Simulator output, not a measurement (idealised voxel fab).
process module | voxel trench capacitor
cross-section cut | 245 nm wide | cells 5 nm
A cross-section is a grid of square cells, given in bands from the top down. A band is one or more rows of cells.
Each band's line starts with the height of the band's top and of its bottom, in nm. Then come its materials from left to right, each with its width in nm. One material with "throughout" fills the band from edge to edge. "air" is empty space.
Height 0 is the level under which the wafer as received is all one material. The lowest band goes on downwards, as in "0 down".
A width such as "30 to 40" changes by the same amount from each row of cells to the next, from the band's top row to its bottom row.
"no change" after a step means that no cell of the cross-section changed.
closed voids: empty space of 8 cells or more with no open way to the top, each as width x height at its distance from the left edge, in nm
after a step's settings: what the simulator itself notes on the step
overlay nm, on a step with a mask: how far to the right of its planned place the mask lay; to the left if negative
plan
1 op RECEIVE | material Si
2 op CONFORMAL_DEP | material SiN | thk nm 5
3 op DIRECTIONAL_DEP | material aC | thk nm 15
4 op PATTERN | tone open | mask id TRENCH | material resist | width nm 15 | pitch nm 35 | thk nm 35 | overlay nm 0
5 op DIRECTIONAL_ETCH | etch materials aC | depth nm 15
6 op STRIP | etch materials resist
7 op DIRECTIONAL_ETCH | etch materials SiN | depth nm 5
8 op DIRECTIONAL_ETCH | etch materials Si | depth nm 35
9 op STRIP | etch materials aC
10 op CONFORMAL_DEP | material SiO2 | thk nm 5
11 op FILL_DEP | material polySi | thk nm 10
12 op CMP | height nm 5
as received, after step 1
  0 down: Si throughout
  closed voids: none
a wafer at the end: this start, this plan, one mistake
  5 to 0: SiN 95 | SiO2 5 | aC 5 | SiO2 5 | SiN 20 | SiO2 5 | aC 5 | SiO2 5 | SiN 100
  0 to -30: Si 95 | SiO2 5 | aC 5 | SiO2 5 | Si 20 | SiO2 5 | aC 5 | SiO2 5 | Si 100
  -30 to -35: Si 95 | SiO2 15 | Si 20 | SiO2 15 | Si 100
  -35 down: Si throughout
  closed voids: none
what went wrong: step 11 ran as: op FILL_DEP | material aC | thk nm 10
